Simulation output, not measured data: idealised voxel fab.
process module | voxel capacitor over wiring
The width of the displayed cross-section, cut, is 240 nm; its cells are square, with a size of 5 nm.
Cross-section layout: square cells on a grid; listed as bands, top to bottom; a band spans one or more cell rows. Read a band's entry like this: the first values are the height of its top and the height of its bottom in nm, and what follows is the sequence of materials from left to right, each with its width in nm. Note that "blank" is empty space, and that a single material marked "full width" reaches across the band from edge to edge. We count height from 0. Below that, the starting wafer is all one material. The lowest band never ends at the bottom but goes on down; see "0..down" for how that is written. A two-number width, for instance "30->40", indicates that the width is equal to the first number in the top row of the band and to the second number in the bottom row, and that it changes by a constant amount per row of cells. Where the words "all unchanged" appear for a step, the cross-section shows no cell changed by that step; every cell remained as before. "Closed void table" means: voids of 8 cells or more that are shut off from the top with no open way through. Written width x height at distance, distance from the left edge, in nm. The remark found on a step's line after its settings is issued by the simulator itself and pertains to that step. overlay nm: how far to the right of its planned place the mask lay on this masked step (negative: to the left). Read the rest as pairs. Take the cross-section before one process step, then the cross-section after it, which shows only down to the lowest band that changed. Under the pair, find the step between them and its settings. Bear in mind that pairs may come from different runs of this module on the same starting wafer: link a pair to the pair above it only where its entry headed "Pre-step cross-section" says to.
Pre-step cross-section:
  0..down = Si full width
  Closed void table: none
After the Step:
  10..0 = SiO2 full width
  Under the height 0 nothing was changed.
  Closed void table: none
What step was run between the cross-section before it and the cross-section after it, both above? CONFORMAL_DEP (material SiO2; thk nm 10)
Pre-step cross-section: identical to the post-step cross-section of the immediately preceding pair.
After the Step:
  15..10 = SiCN full width
  Under the height 10 nothing was changed.
  Closed void table: none
What step was run between the cross-section before it and the cross-section after it, both above? CONFORMAL_DEP (material SiCN; thk nm 5)
Pre-step cross-section: identical to the post-step cross-section of the immediately preceding pair.
After the Step:
  35..15 = SiO2 full width
  Under the height 15 nothing was changed.
  Closed void table: none
What step was run between the cross-section before it and the cross-section after it, both above? DIRECTIONAL_DEP (material SiO2; thk nm 20)
Pre-step cross-section: identical to the post-step cross-section of the immediately preceding pair.
After the Step:
  50..35 = aC full width
  Under the height 35 nothing was changed.
  Closed void table: none
What step was run between the cross-section before it and the cross-section after it, both above? DIRECTIONAL_DEP (material aC; thk nm 15)
Pre-step cross-section: identical to the post-step cross-section of the immediately preceding pair.
After the Step:
  80..50 = 60 nm resist, 30 nm blank, 60 nm resist, 30 nm blank, 60 nm resist
  Under the height 50 nothing was changed.
  Closed void table: none
What step was run between the cross-section before it and the cross-section after it, both above? PATTERN (tone open; mask id METAL_1; material resist; width nm 30; pitch nm 90; thk nm 30; overlay nm 0)
Pre-step cross-section: identical to the post-step cross-section of the immediately preceding pair.
After the Step:
  65..50 = 60 nm resist, 30 nm blank, 60 nm resist, 30 nm blank, 60 nm resist
  50..35 = 60 nm aC, 30 nm blank, 60 nm aC, 30 nm blank, 60 nm aC
  Under the height 35 nothing was changed.
  Closed void table: none
What step was run between the cross-section before it and the cross-section after it, both above? DIRECTIONAL_ETCH (etch materials aC; depth nm 15)
Pre-step cross-section: identical to the post-step cross-section of the immediately preceding pair.
After the Step:
  50..35 = 60 nm aC, 30 nm blank, 60 nm aC, 30 nm blank, 60 nm aC
  Under the height 35 nothing was changed.
  Closed void table: none
What step was run between the cross-section before it and the cross-section after it, both above? STRIP (etch materials resist)
Pre-step cross-section: identical to the post-step cross-section of the immediately preceding pair.
After the Step:
  50..35 = 60 nm aC, 30 nm blank, 60 nm aC, 30 nm blank, 60 nm aC
  35..15 = 60 nm SiO2, 30 nm blank, 60 nm SiO2, 30 nm blank, 60 nm SiO2
  Under the height 15 nothing was changed.
  Closed void table: none
What step was run between the cross-section before it and the cross-section after it, both above? DIRECTIONAL_ETCH (etch materials SiO2; depth nm 20)
Pre-step cross-section: identical to the post-step cross-section of the immediately preceding pair.
After the Step:
  50..35 = 60 nm aC, 30 nm blank, 60 nm aC, 30 nm blank, 60 nm aC
  35..15 = 60 nm SiO2, 30 nm blank, 60 nm SiO2, 30 nm blank, 60 nm SiO2
  15..10 = 60 nm SiCN, 30 nm blank, 60 nm SiCN, 30 nm blank, 60 nm SiCN
  Under the height 10 nothing was changed.
  Closed void table: none
What step was run between the cross-section before it and the cross-section after it, both above? DIRECTIONAL_ETCH (etch materials SiCN; depth nm 5)
Pre-step cross-section: identical to the post-step cross-section of the immediately preceding pair.
After the Step:
  35..15 = 60 nm SiO2, 30 nm blank, 60 nm SiO2, 30 nm blank, 60 nm SiO2
  Under the height 15 nothing was changed.
  Closed void table: none
What step was run between the cross-section before it and the cross-section after it, both above? STRIP (etch materials aC)
Pre-step cross-section: identical to the post-step cross-section of the immediately preceding pair.
After the Step:
  40..35 = 65 nm TiN, 20 nm blank, 70 nm TiN, 20 nm blank, 65 nm TiN
  35..15 = 60 nm SiO2, 5 nm TiN, 20 nm blank, 5 nm TiN, 60 nm SiO2, 5 nm TiN, 20 nm blank, 5 nm TiN, 60 nm SiO2
  15..10 = 60 nm SiCN, 30 nm TiN, 60 nm SiCN, 30 nm TiN, 60 nm SiCN
  Under the height 10 nothing was changed.
  Closed void table: none
What step was run between the cross-section before it and the cross-section after it, both above? CONFORMAL_DEP (material TiN; thk nm 5)
Pre-step cross-section: identical to the post-step cross-section of the immediately preceding pair.
After the Step:
  50..40 = Cu full width
  40..35 = 65 nm TiN, 20 nm Cu, 70 nm TiN, 20 nm Cu, 65 nm TiN
  35..15 = 60 nm SiO2, 5 nm TiN, 20 nm Cu, 5 nm TiN, 60 nm SiO2, 5 nm TiN, 20 nm Cu, 5 nm TiN, 60 nm SiO2
  Under the height 15 nothing was changed.
  Closed void table: none
What step was run between the cross-section before it and the cross-section after it, both above? FILL_DEP (material Cu; thk nm 10)
Pre-step cross-section: identical to the post-step cross-section of the immediately preceding pair.
After the Step:
  35..15 = 60 nm SiO2, 5 nm TiN, 20 nm Cu, 5 nm TiN, 60 nm SiO2, 5 nm TiN, 20 nm Cu, 5 nm TiN, 60 nm SiO2
  Under the height 15 nothing was changed.
  Closed void table: none
What step was run between the cross-section before it and the cross-section after it, both above? CMP (height nm 35)
Pre-step cross-section: identical to the post-step cross-section of the immediately preceding pair.
After the Step:
  40..35 = SiCN full width
  Under the height 35 nothing was changed.
  Closed void table: none
What step was run between the cross-section before it and the cross-section after it, both above? CONFORMAL_DEP (material SiCN; thk nm 5)
Pre-step cross-section: identical to the post-step cross-section of the immediately preceding pair.
After the Step:
  60..40 = lowk full width
  Under the height 40 nothing was changed.
  Closed void table: none
What step was run between the cross-section before it and the cross-section after it, both above? DIRECTIONAL_DEP (material lowk; thk nm 20)
Pre-step cross-section: identical to the post-step cross-section of the immediately preceding pair.
After the Step:
  70..60 = aC full width
  Under the height 60 nothing was changed.
  Closed void table: none
What step was run between the cross-section before it and the cross-section after it, both above? DIRECTIONAL_DEP (material aC; thk nm 10)
Pre-step cross-section: identical to the post-step cross-section of the immediately preceding pair.
After the Step:
  100..70 = 75 nm resist, 15 nm blank, 150 nm resist
  Under the height 70 nothing was changed.
  Closed void table: none
What step was run between the cross-section before it and the cross-section after it, both above? PATTERN (tone open; mask id PLUG_1; material resist; width nm 15; thk nm 30; overlay nm 0)
Pre-step cross-section: identical to the post-step cross-section of the immediately preceding pair.
After the Step:
  90..70 = 75 nm resist, 15 nm blank, 150 nm resist
  70..60 = 75 nm aC, 15 nm blank, 150 nm aC
  Under the height 60 nothing was changed.
  Closed void table: none
What step was run between the cross-section before it and the cross-section after it, both above? DIRECTIONAL_ETCH (etch materials aC; depth nm 10)
Pre-step cross-section: identical to the post-step cross-section of the immediately preceding pair.
After the Step:
  70..60 = 75 nm aC, 15 nm blank, 150 nm aC
  Under the height 60 nothing was changed.
  Closed void table: none
What step was run between the cross-section before it and the cross-section after it, both above? STRIP (etch materials resist)
Pre-step cross-section: identical to the post-step cross-section of the immediately preceding pair.
After the Step:
  70..60 = 75 nm aC, 15 nm blank, 150 nm aC
  60..40 = 75 nm lowk, 15 nm blank, 150 nm lowk
  Under the height 40 nothing was changed.
  Closed void table: none
What step was run between the cross-section before it and the cross-section after it, both above? DIRECTIONAL_ETCH (etch materials lowk; depth nm 20)
Pre-step cross-section: identical to the post-step cross-section of the immediately preceding pair.
After the Step:
  70..60 = 75 nm aC, 15 nm blank, 150 nm aC
  60..40 = 75 nm lowk, 15 nm blank, 150 nm lowk
  40..35 = 75 nm SiCN, 15 nm blank, 150 nm SiCN
  Under the height 35 nothing was changed.
  Closed void table: none
What step was run between the cross-section before it and the cross-section after it, both above? DIRECTIONAL_ETCH (etch materials SiCN; depth nm 5)
Pre-step cross-section: identical to the post-step cross-section of the immediately preceding pair.
After the Step:
  60..40 = 75 nm lowk, 15 nm blank, 150 nm lowk
  Under the height 40 nothing was changed.
  Closed void table: none
What step was run between the cross-section before it and the cross-section after it, both above? STRIP (etch materials aC)
Pre-step cross-section: identical to the post-step cross-section of the immediately preceding pair.
After the Step:
  60..45 = 75 nm lowk, 15 nm blank, 150 nm lowk
  45..40 = 75 nm lowk, 15 nm Ru, 150 nm lowk
  40..35 = 75 nm SiCN, 15 nm Ru, 150 nm SiCN
  Under the height 35 nothing was changed.
  Closed void table: none
What step was run between the cross-section before it and the cross-section after it, both above? EPI (material Ru; thk nm 10)
Pre-step cross-section: identical to the post-step cross-section of the immediately preceding pair.
After the Step:
  60..55 = 75 nm lowk, 15 nm blank, 150 nm lowk
  55..40 = 75 nm lowk, 15 nm Ru, 150 nm lowk
  Under the height 40 nothing was changed.
  Closed void table: none
What step was run between the cross-section before it and the cross-section after it, both above? EPI (material Ru; thk nm 10)
Pre-step cross-section: identical to the post-step cross-section of the immediately preceding pair.
After the Step:
  60..40 = 75 nm lowk, 15 nm Ru, 150 nm lowk
  Under the height 40 nothing was changed.
  Closed void table: none
What step was run between the cross-section before it and the cross-section after it, both above? EPI (material Ru; thk nm 5)
Pre-step cross-section: identical to the post-step cross-section of the immediately preceding pair.
After the Step:
  70..60 = TiN full width
  Under the height 60 nothing was changed.
  Closed void table: none
What step was run between the cross-section before it and the cross-section after it, both above? DIRECTIONAL_DEP (material TiN; thk nm 10)
Pre-step cross-section: identical to the post-step cross-section of the immediately preceding pair.
After the Step:
  75..70 = HfO2 full width
  Under the height 70 nothing was changed.
  Closed void table: none
What step was run between the cross-section before it and the cross-section after it, both above? DIRECTIONAL_DEP (material HfO2; thk nm 5)
Pre-step cross-section: identical to the post-step cross-section of the immediately preceding pair.
After the Step:
  85..75 = TiN full width
  Under the height 75 nothing was changed.
  Closed void table: none
What step was run between the cross-section before it and the cross-section after it, both above? DIRECTIONAL_DEP (material TiN; thk nm 10)
Pre-step cross-section: identical to the post-step cross-section of the immediately preceding pair.
After the Step:
  105..85 = 75 nm blank, 65 nm resist, 100 nm blank
  Under the height 85 nothing was changed.
  Closed void table: none
What step was run between the cross-section before it and the cross-section after it, both above? PATTERN (tone cover; mask id UPPER_PLATE; material resist; width nm 65; thk nm 20; overlay nm 0)
Pre-step cross-section: identical to the post-step cross-section of the immediately preceding pair.
After the Step:
  105..85 = 75 nm blank, 65 nm resist, 100 nm blank
  85..75 = 75 nm blank, 65 nm TiN, 100 nm blank
  Under the height 75 nothing was changed.
  Closed void table: none
What step was run between the cross-section before it and the cross-section after it, both above? DIRECTIONAL_ETCH (etch materials TiN; depth nm 10)
Pre-step cross-section: identical to the post-step cross-section of the immediately preceding pair.
After the Step:
  105..85 = 75 nm blank, 65 nm resist, 100 nm blank
  85..75 = 75 nm blank, 65 nm TiN, 100 nm blank
  75..70 = 75 nm blank, 65 nm HfO2, 100 nm blank
  Under the height 70 nothing was changed.
  Closed void table: none
What step was run between the cross-section before it and the cross-section after it, both above? DIRECTIONAL_ETCH (etch materials HfO2; depth nm 5)
Pre-step cross-section: identical to the post-step cross-section of the immediately preceding pair.
After the Step:
  85..75 = 75 nm blank, 65 nm TiN, 100 nm blank
  Under the height 75 nothing was changed.
  Closed void table: none
What step was run between the cross-section before it and the cross-section after it, both above? STRIP (etch materials resist)
Pre-step cross-section: identical to the post-step cross-section of the immediately preceding pair.
After the Step:
  95..85 = 75 nm blank, 65 nm aC, 100 nm blank
  85..80 = 75 nm blank, 65 nm TiN, 100 nm blank
  80..75 = 75 nm aC, 65 nm TiN, 100 nm aC
  75..70 = 75 nm aC, 65 nm HfO2, 100 nm aC
  Under the height 70 nothing was changed.
  Closed void table: none
What step was run between the cross-section before it and the cross-section after it, both above? DIRECTIONAL_DEP (material aC; thk nm 10)
Pre-step cross-section: identical to the post-step cross-section of the immediately preceding pair.
After the Step:
  120..95 = 70 nm blank, 75 nm resist, 95 nm blank
  95..85 = 70 nm blank, 5 nm resist, 65 nm aC, 5 nm resist, 95 nm blank
  85..80 = 70 nm blank, 5 nm resist, 65 nm TiN, 5 nm resist, 95 nm blank
  Under the height 80 nothing was changed.
  Closed void table: none
What step was run between the cross-section before it and the cross-section after it, both above? PATTERN (tone cover; mask id LOWER_PLATE; material resist; width nm 75; thk nm 25; overlay nm 0)
Pre-step cross-section: identical to the post-step cross-section of the immediately preceding pair.
After the Step:
  110..95 = 70 nm blank, 75 nm resist, 95 nm blank
  95..85 = 70 nm blank, 5 nm resist, 65 nm aC, 5 nm resist, 95 nm blank
  85..80 = 70 nm blank, 5 nm resist, 65 nm TiN, 5 nm resist, 95 nm blank
  80..75 = 70 nm blank, 5 nm aC, 65 nm TiN, 5 nm aC, 95 nm blank
  75..70 = 70 nm blank, 5 nm aC, 65 nm HfO2, 5 nm aC, 95 nm blank
  Under the height 70 nothing was changed.
  Closed void table: none
What step was run between the cross-section before it and the cross-section after it, both above? DIRECTIONAL_ETCH (etch materials aC; depth nm 10)
Pre-step cross-section: identical to the post-step cross-section of the immediately preceding pair.
After the Step:
  95..85 = 75 nm blank, 65 nm aC, 100 nm blank
  85..80 = 75 nm blank, 65 nm TiN, 100 nm blank
  Under the height 80 nothing was changed.
  Closed void table: none
What step was run between the cross-section before it and the cross-section after it, both above? STRIP (etch materials resist)
Pre-step cross-section: identical to the post-step cross-section of the immediately preceding pair.
After the Step:
  95..85 = 75 nm blank, 65 nm aC, 100 nm blank
  85..80 = 75 nm blank, 65 nm TiN, 100 nm blank
  80..75 = 70 nm blank, 5 nm aC, 65 nm TiN, 5 nm aC, 95 nm blank
  75..70 = 70 nm blank, 5 nm aC, 65 nm HfO2, 5 nm aC, 95 nm blank
  70..60 = 70 nm blank, 75 nm TiN, 95 nm blank
  Under the height 60 nothing was changed.
  Closed void table: none
What step was run between the cross-section before it and the cross-section after it, both above? DIRECTIONAL_ETCH (etch materials TiN; depth nm 10)
Pre-step cross-section: identical to the post-step cross-section of the immediately preceding pair.
After the Step:
  85..75 = 75 nm blank, 65 nm TiN, 100 nm blank
  75..70 = 75 nm blank, 65 nm HfO2, 100 nm blank
  Under the height 70 nothing was changed.
  Closed void table: none
What step was run between the cross-section before it and the cross-section after it, both above? STRIP (etch materials aC)
Pre-step cross-section: identical to the post-step cross-section of the immediately preceding pair.
After the Step:
  105..85 = SiO2 full width
  85..75 = 75 nm SiO2, 65 nm TiN, 100 nm SiO2
  75..70 = 75 nm SiO2, 65 nm HfO2, 100 nm SiO2
  70..60 = 70 nm SiO2, 75 nm TiN, 95 nm SiO2
  Under the height 60 nothing was changed.
  Closed void table: none
What step was run between the cross-section before it and the cross-section after it, both above? FILL_DEP (material SiO2; thk nm 20)
Pre-step cross-section: identical to the post-step cross-section of the immediately preceding pair.
After the Step:
  100..85 = SiO2 full width
  Under the height 85 nothing was changed.
  Closed void table: none
What step was run between the cross-section before it and the cross-section after it, both above? CMP (height nm 100)
Pre-step cross-section: identical to the post-step cross-section of the immediately preceding pair.
After the Step:
  110..100 = aC full width
  Under the height 100 nothing was changed.
  Closed void table: none
What step was run between the cross-section before it and the cross-section after it, both above? DIRECTIONAL_DEP (material aC; thk nm 10)
Pre-step cross-section: identical to the post-step cross-section of the immediately preceding pair.
After the Step:
  135..110 = 85 nm resist, 15 nm blank, 140 nm resist
  Under the height 110 nothing was changed.
  Closed void table: none
What step was run between the cross-section before it and the cross-section after it, both above? PATTERN (tone open; mask id PLUG_2; material resist; width nm 15; thk nm 25; overlay nm 0)
Pre-step cross-section: identical to the post-step cross-section of the immediately preceding pair.
After the Step:
  125..110 = 85 nm resist, 15 nm blank, 140 nm resist
  110..100 = 85 nm aC, 15 nm blank, 140 nm aC
  Under the height 100 nothing was changed.
  Closed void table: none
What step was run between the cross-section before it and the cross-section after it, both above? DIRECTIONAL_ETCH (etch materials aC; depth nm 10)
Pre-step cross-section: identical to the post-step cross-section of the immediately preceding pair.
After the Step:
  110..100 = 85 nm aC, 15 nm blank, 140 nm aC
  Under the height 100 nothing was changed.
  Closed void table: none
What step was run between the cross-section before it and the cross-section after it, both above? STRIP (etch materials resist)
Pre-step cross-section: identical to the post-step cross-section of the immediately preceding pair.
After the Step:
  110..100 = 85 nm aC, 15 nm blank, 140 nm aC
  100..85 = 85 nm SiO2, 15 nm blank, 140 nm SiO2
  Under the height 85 nothing was changed.
  Closed void table: none
What step was run between the cross-section before it and the cross-section after it, both above? DIRECTIONAL_ETCH (etch materials SiO2; depth nm 15)
Pre-step cross-section: identical to the post-step cross-section of the immediately preceding pair.
After the Step:
  100..85 = 85 nm SiO2, 15 nm blank, 140 nm SiO2
  Under the height 85 nothing was changed.
  Closed void table: none
What step was run between the cross-section before it and the cross-section after it, both above? STRIP (etch materials aC)
Pre-step cross-section: identical to the post-step cross-section of the immediately preceding pair.
After the Step:
  105..100 = 90 nm TiN, 5 nm blank, 145 nm TiN
  100..90 = 85 nm SiO2, 5 nm TiN, 5 nm blank, 5 nm TiN, 140 nm SiO2
  90..85 = 85 nm SiO2, 15 nm TiN, 140 nm SiO2
  Under the height 85 nothing was changed.
  Closed void table: none
What step was run between the cross-section before it and the cross-section after it, both above? CONFORMAL_DEP (material TiN; thk nm 5)
Pre-step cross-section: identical to the post-step cross-section of the immediately preceding pair.
After the Step:
  110..105 = Cu full width
  105..100 = 90 nm TiN, 5 nm Cu, 145 nm TiN
  100..90 = 85 nm SiO2, 5 nm TiN, 5 nm Cu, 5 nm TiN, 140 nm SiO2
  Under the height 90 nothing was changed.
  Closed void table: none
What step was run between the cross-section before it and the cross-section after it, both above? FILL_DEP (material Cu; thk nm 5)
Pre-step cross-section: identical to the post-step cross-section of the immediately preceding pair.
After the Step:
  100..90 = 85 nm SiO2, 5 nm TiN, 5 nm Cu, 5 nm TiN, 140 nm SiO2
  Under the height 90 nothing was changed.
  Closed void table: none
What step was run between the cross-section before it and the cross-section after it, both above? CMP (height nm 100)
Pre-step cross-section: identical to the post-step cross-section of the immediately preceding pair.
After the Step:
  105..100 = SiCN full width
  Under the height 100 nothing was changed.
  Closed void table: none
What step was run between the cross-section before it and the cross-section after it, both above? CONFORMAL_DEP (material SiCN; thk nm 5)
Pre-step cross-section:
  70..60 = TiN full width
  60..40 = 75 nm lowk, 15 nm Ru, 150 nm lowk
  40..35 = 75 nm SiCN, 15 nm Ru, 150 nm SiCN
  35..15 = 60 nm SiO2, 5 nm TiN, 20 nm Cu, 5 nm TiN, 60 nm SiO2, 5 nm TiN, 20 nm Cu, 5 nm TiN, 60 nm SiO2
  15..10 = 60 nm SiCN, 30 nm TiN, 60 nm SiCN, 30 nm TiN, 60 nm SiCN
  10..0 = SiO2 full width
  0..down = Si full width
  Closed void table: none
After the Step:
  80..60 = TiN full width
  Under the height 60 nothing was changed.
  Closed void table: none
What step was run between the cross-section before it and the cross-section after it, both above? DIRECTIONAL_DEP (material TiN; thk nm 10)
Pre-step cross-section: identical to the post-step cross-section of the immediately preceding pair.
After the Step:
  100..80 = 75 nm blank, 65 nm resist, 100 nm blank
  Under the height 80 nothing was changed.
  Closed void table: none
What step was run between the cross-section before it and the cross-section after it, both above? PATTERN (tone cover; mask id UPPER_PLATE; material resist; width nm 65; thk nm 20; overlay nm 0)
Pre-step cross-section: identical to the post-step cross-section of the immediately preceding pair.
After the Step:
  100..80 = 75 nm blank, 65 nm resist, 100 nm blank
  80..70 = 75 nm blank, 65 nm TiN, 100 nm blank
  Under the height 70 nothing was changed.
  Closed void table: none
What step was run between the cross-section before it and the cross-section after it, both above? DIRECTIONAL_ETCH (etch materials TiN; depth nm 10)
Pre-step cross-section: identical to the post-step cross-section of the immediately preceding pair.
After the Step:
  80..70 = 75 nm blank, 65 nm TiN, 100 nm blank
  Under the height 70 nothing was changed.
  Closed void table: none
What step was run between the cross-section before it and the cross-section after it, both above? STRIP (etch materials resist)
Pre-step cross-section: identical to the post-step cross-section of the immediately preceding pair.
After the Step:
  90..80 = 75 nm blank, 65 nm aC, 100 nm blank
  80..70 = 75 nm aC, 65 nm TiN, 100 nm aC
  Under the height 70 nothing was changed.
  Closed void table: none
What step was run between the cross-section before it and the cross-section after it, both above? DIRECTIONAL_DEP (material aC; thk nm 10)
Pre-step cross-section: identical to the post-step cross-section of the immediately preceding pair.
After the Step:
  115..90 = 70 nm blank, 75 nm resist, 95 nm blank
  90..80 = 70 nm blank, 5 nm resist, 65 nm aC, 5 nm resist, 95 nm blank
  Under the height 80 nothing was changed.
  Closed void table: none
What step was run between the cross-section before it and the cross-section after it, both above? PATTERN (tone cover; mask id LOWER_PLATE; material resist; width nm 75; thk nm 25; overlay nm 0)
Pre-step cross-section: identical to the post-step cross-section of the immediately preceding pair.
After the Step:
  105..90 = 70 nm blank, 75 nm resist, 95 nm blank
  90..80 = 70 nm blank, 5 nm resist, 65 nm aC, 5 nm resist, 95 nm blank
  80..70 = 70 nm blank, 5 nm aC, 65 nm TiN, 5 nm aC, 95 nm blank
  Under the height 70 nothing was changed.
  Closed void table: none
What step was run between the cross-section before it and the cross-section after it, both above? DIRECTIONAL_ETCH (etch materials aC; depth nm 10)
Pre-step cross-section: identical to the post-step cross-section of the immediately preceding pair.
After the Step:
  90..80 = 75 nm blank, 65 nm aC, 100 nm blank
  Under the height 80 nothing was changed.
  Closed void table: none
What step was run between the cross-section before it and the cross-section after it, both above? STRIP (etch materials resist)
Pre-step cross-section: identical to the post-step cross-section of the immediately preceding pair.
After the Step:
  90..80 = 75 nm blank, 65 nm aC, 100 nm blank
  80..70 = 70 nm blank, 5 nm aC, 65 nm TiN, 5 nm aC, 95 nm blank
  70..60 = 70 nm blank, 75 nm TiN, 95 nm blank
  Under the height 60 nothing was changed.
  Closed void table: none
What step was run between the cross-section before it and the cross-section after it, both above? DIRECTIONAL_ETCH (etch materials TiN; depth nm 10)
Pre-step cross-section: identical to the post-step cross-section of the immediately preceding pair.
After the Step:
  80..70 = 75 nm blank, 65 nm TiN, 100 nm blank
  Under the height 70 nothing was changed.
  Closed void table: none
What step was run between the cross-section before it and the cross-section after it, both above? STRIP (etch materials aC)
Pre-step cross-section: identical to the post-step cross-section of the immediately preceding pair.
After the Step:
  100..80 = SiO2 full width
  80..70 = 75 nm SiO2, 65 nm TiN, 100 nm SiO2
  70..60 = 70 nm SiO2, 75 nm TiN, 95 nm SiO2
  Under the height 60 nothing was changed.
  Closed void table: none
What step was run between the cross-section before it and the cross-section after it, both above? FILL_DEP (material SiO2; thk nm 20)
Pre-step cross-section: identical to the post-step cross-section of the immediately preceding pair.
After the Step:
  110..100 = aC full width
  Under the height 100 nothing was changed.
  Closed void table: none
What step was run between the cross-section before it and the cross-section after it, both above? DIRECTIONAL_DEP (material aC; thk nm 10)
Pre-step cross-section: identical to the post-step cross-section of the immediately preceding pair.
After the Step:
  135..110 = 85 nm resist, 15 nm blank, 140 nm resist
  Under the height 110 nothing was changed.
  Closed void table: none
What step was run between the cross-section before it and the cross-section after it, both above? PATTERN (tone open; mask id PLUG_2; material resist; width nm 15; thk nm 25; overlay nm 0)
Pre-step cross-section: identical to the post-step cross-section of the immediately preceding pair.
After the Step:
  125..110 = 85 nm resist, 15 nm blank, 140 nm resist
  110..100 = 85 nm aC, 15 nm blank, 140 nm aC
  Under the height 100 nothing was changed.
  Closed void table: none
What step was run between the cross-section before it and the cross-section after it, both above? DIRECTIONAL_ETCH (etch materials aC; depth nm 10)
Pre-step cross-section: identical to the post-step cross-section of the immediately preceding pair.
After the Step:
  110..100 = 85 nm aC, 15 nm blank, 140 nm aC
  Under the height 100 nothing was changed.
  Closed void table: none
What step was run between the cross-section before it and the cross-section after it, both above? STRIP (etch materials resist)
Pre-step cross-section: identical to the post-step cross-section of the immediately preceding pair.
After the Step:
  110..100 = 85 nm aC, 15 nm blank, 140 nm aC
  100..85 = 85 nm SiO2, 15 nm blank, 140 nm SiO2
  Under the height 85 nothing was changed.
  Closed void table: none
What step was run between the cross-section before it and the cross-section after it, both above? DIRECTIONAL_ETCH (etch materials SiO2; depth nm 15)
Pre-step cross-section: identical to the post-step cross-section of the immediately preceding pair.
After the Step:
  100..85 = 85 nm SiO2, 15 nm blank, 140 nm SiO2
  Under the height 85 nothing was changed.
  Closed void table: none
What step was run between the cross-section before it and the cross-section after it, both above? STRIP (etch materials aC)
Pre-step cross-section: identical to the post-step cross-section of the immediately preceding pair.
After the Step:
  105..100 = 90 nm TiN, 5 nm blank, 145 nm TiN
  100..90 = 85 nm SiO2, 5 nm TiN, 5 nm blank, 5 nm TiN, 140 nm SiO2
  90..85 = 85 nm SiO2, 15 nm TiN, 140 nm SiO2
  Under the height 85 nothing was changed.
  Closed void table: none
What step was run between the cross-section before it and the cross-section after it, both above? CONFORMAL_DEP (material TiN; thk nm 5)
Pre-step cross-section: identical to the post-step cross-section of the immediately preceding pair.
After the Step:
  110..105 = Cu full width
  105..100 = 90 nm TiN, 5 nm Cu, 145 nm TiN
  100..90 = 85 nm SiO2, 5 nm TiN, 5 nm Cu, 5 nm TiN, 140 nm SiO2
  Under the height 90 nothing was changed.
  Closed void table: none
What step was run between the cross-section before it and the cross-section after it, both above? FILL_DEP (material Cu; thk nm 5)
Pre-step cross-section: identical to the post-step cross-section of the immediately preceding pair.
After the Step:
  100..90 = 85 nm SiO2, 5 nm TiN, 5 nm Cu, 5 nm TiN, 140 nm SiO2
  Under the height 90 nothing was changed.
  Closed void table: none
What step was run between the cross-section before it and the cross-section after it, both above? CMP (height nm 100)
Pre-step cross-section: identical to the post-step cross-section of the immediately preceding pair.
After the Step:
  105..100 = SiCN full width
  Under the height 100 nothing was changed.
  Closed void table: none
What step was run between the cross-section before it and the cross-section after it, both above? CONFORMAL_DEP (material SiCN; thk nm 5)
Pre-step cross-section:
  60..55 = 75 nm lowk, 15 nm blank, 150 nm lowk
  55..40 = 75 nm lowk, 15 nm Ru, 150 nm lowk
  40..35 = 75 nm SiCN, 15 nm Ru, 150 nm SiCN
  35..15 = 60 nm SiO2, 5 nm TiN, 20 nm Cu, 5 nm TiN, 60 nm SiO2, 5 nm TiN, 20 nm Cu, 5 nm TiN, 60 nm SiO2
  15..10 = 60 nm SiCN, 30 nm TiN, 60 nm SiCN, 30 nm TiN, 60 nm SiCN
  10..0 = SiO2 full width
  0..down = Si full width
  Closed void table: none
After the Step:
  65..60 = 70 nm blank, 25 nm Ru, 145 nm blank
  60..40 = 75 nm lowk, 15 nm Ru, 150 nm lowk
  Under the height 40 nothing was changed.
  Closed void table: none
What step was run between the cross-section before it and the cross-section after it, both above? EPI (material Ru; thk nm 10)
Pre-step cross-section: identical to the post-step cross-section of the immediately preceding pair.
After the Step:
  70..60 = 65 nm blank, 35 nm Ru, 140 nm blank
  Under the height 60 nothing was changed.
  Closed void table: none
What step was run between the cross-section before it and the cross-section after it, both above? EPI (material Ru; thk nm 5)
Pre-step cross-section: identical to the post-step cross-section of the immediately preceding pair.
After the Step:
  80..70 = 65 nm blank, 35 nm TiN, 140 nm blank
  70..60 = 65 nm TiN, 35 nm Ru, 140 nm TiN
  Under the height 60 nothing was changed.
  Closed void table: none
What step was run between the cross-section before it and the cross-section after it, both above? DIRECTIONAL_DEP (material TiN; thk nm 10)
Pre-step cross-section: identical to the post-step cross-section of the immediately preceding pair.
After the Step:
  85..80 = 65 nm blank, 35 nm HfO2, 140 nm blank
  80..75 = 65 nm blank, 35 nm TiN, 140 nm blank
  75..70 = 65 nm HfO2, 35 nm TiN, 140 nm HfO2
  Under the height 70 nothing was changed.
  Closed void table: none
What step was run between the cross-section before it and the cross-section after it, both above? DIRECTIONAL_DEP (material HfO2; thk nm 5)
Pre-step cross-section: identical to the post-step cross-section of the immediately preceding pair.
After the Step:
  95..85 = 65 nm blank, 35 nm TiN, 140 nm blank
  85..80 = 65 nm TiN, 35 nm HfO2, 140 nm TiN
  80..75 = TiN full width
  Under the height 75 nothing was changed.
  Closed void table: none
What step was run between the cross-section before it and the cross-section after it, both above? DIRECTIONAL_DEP (material TiN; thk nm 10)
Pre-step cross-section: identical to the post-step cross-section of the immediately preceding pair.
After the Step:
  115..95 = 75 nm blank, 65 nm resist, 100 nm blank
  95..85 = 65 nm blank, 35 nm TiN, 40 nm resist, 100 nm blank
  Under the height 85 nothing was changed.
  Closed void table: none
What step was run between the cross-section before it and the cross-section after it, both above? PATTERN (tone cover; mask id UPPER_PLATE; material resist; width nm 65; thk nm 20; overlay nm 0)
Pre-step cross-section: identical to the post-step cross-section of the immediately preceding pair.
After the Step:
  115..95 = 75 nm blank, 65 nm resist, 100 nm blank
  95..85 = 75 nm blank, 25 nm TiN, 40 nm resist, 100 nm blank
  85..80 = 65 nm blank, 35 nm HfO2, 40 nm TiN, 100 nm blank
  80..75 = 65 nm blank, 75 nm TiN, 100 nm blank
  Under the height 75 nothing was changed.
  Closed void table: none
What step was run between the cross-section before it and the cross-section after it, both above? DIRECTIONAL_ETCH (etch materials TiN; depth nm 10)
Pre-step cross-section: identical to the post-step cross-section of the immediately preceding pair.
After the Step:
  115..95 = 75 nm blank, 65 nm resist, 100 nm blank
  95..85 = 75 nm blank, 25 nm TiN, 40 nm resist, 100 nm blank
  85..80 = 75 nm blank, 25 nm HfO2, 40 nm TiN, 100 nm blank
  80..75 = 65 nm blank, 75 nm TiN, 100 nm blank
  75..70 = 65 nm blank, 35 nm TiN, 40 nm HfO2, 100 nm blank
  Under the height 70 nothing was changed.
  Closed void table: none
What step was run between the cross-section before it and the cross-section after it, both above? DIRECTIONAL_ETCH (etch materials HfO2; depth nm 5)
Pre-step cross-section: identical to the post-step cross-section of the immediately preceding pair.
After the Step:
  95..85 = 75 nm blank, 25 nm TiN, 140 nm blank
  Under the height 85 nothing was changed.
  Closed void table: none
What step was run between the cross-section before it and the cross-section after it, both above? STRIP (etch materials resist)
